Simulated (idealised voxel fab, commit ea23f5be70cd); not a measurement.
The following process module bears the name voxel self aligned contacts.
Shown is cross-section cut, with a width of 155 nm and square cells of size 5 nm.
Notation: cross-section as square-cell grid; stated in bands, top first, going down; one or more cell rows per band. Read a band's entry like this: the first values are the height of its top and the height of its bottom in nm, and what follows is the sequence of materials from left to right, each with its width in nm. Note that "empty" is empty space, and that a single material marked "everywhere" reaches across the band from edge to edge. Height is counted from the level 0, under which the received wafer is composed throughout of one material. The lowest of the bands is not closed at the bottom but continues downward, in the notation "from 0 down". It should be noted that a width expressed as "30 to 40" varies in equal increments from row to row of cells within the band, taking the value of the first number at the top row and that of the second number at the bottom row. What does "all unchanged" mean for a step? It means no cell of the cross-section changed in that step. "Fully sealed voids" means: voids of 8 cells or more that are shut off from the top with no open way through. Written width x height at distance, distance from the left edge, in nm. Text after the settings on a step's line: the simulator's own remark on that step. If you see "overlay nm" on a step's line and that step has a mask, it's telling you how far right of where it was planned the mask ended up; a negative number means it went left instead.

**List of planned process steps**
step 1: RECEIVE,material Si
step 2: CONFORMAL_DEP,material SiO2,thk nm 5
step 3: DIRECTIONAL_DEP,material polySi,thk nm 20
step 4: DIRECTIONAL_DEP,material SiN,thk nm 15
step 5: PATTERN,tone cover,mask id GATE,material resist,width nm 30,pitch nm 55,thk nm 20,overlay nm 0
step 6: DIRECTIONAL_ETCH,etch materials SiN,depth nm 15
step 7: DIRECTIONAL_ETCH,etch materials polySi,depth nm 20
step 8: STRIP,etch materials resist
step 9: CONFORMAL_DEP,material SiN,thk nm 5
step 10: DIRECTIONAL_ETCH,etch materials SiN,depth nm 5
step 11: FILL_DEP,material SiO2,thk nm 10
step 12: CMP,height nm 45
step 13: DIRECTIONAL_DEP,material aC,thk nm 10
step 14: PATTERN,tone open,mask id CONTACT,material resist,width nm 35,thk nm 30,overlay nm 0
step 15: DIRECTIONAL_ETCH,etch materials aC,depth nm 10
step 16: STRIP,etch materials resist
step 17: DIRECTIONAL_ETCH,etch materials SiO2,depth nm 45
step 18: STRIP,etch materials aC
step 19: CONFORMAL_DEP,material TiN,thk nm 5
step 20: FILL_DEP,material W,thk nm 10
step 21: CMP,height nm 45
step 22: CONFORMAL_DEP,material SiCN,thk nm 5

**Wafer cross-section on receipt, i.e. after step 1**
	from 0 down | Si everywhere
	Fully sealed voids: none

**End state of the module in cross-section, given the above starting point and plan and one mistake in execution**
	from 50 to 45 | SiCN everywhere
	from 45 to 30 | 30 SiO2, then 5 SiN, then 30 polySi, then 5 SiN, then 5 TiN, then 5 W, then 5 TiN, then 5 SiN, then 30 polySi, then 5 SiN, then 30 SiO2
	from 30 to 25 | 30 SiO2, then 5 SiN, then 30 polySi, then 5 SiN, then 15 TiN, then 5 SiN, then 30 polySi, then 5 SiN, then 30 SiO2
	from 25 to 5 | polySi everywhere
	from 5 to 0 | SiO2 everywhere
	from 0 down | Si everywhere
	Fully sealed voids: none
Where did the run depart from the plan? execution of plan step 3 occurred twice
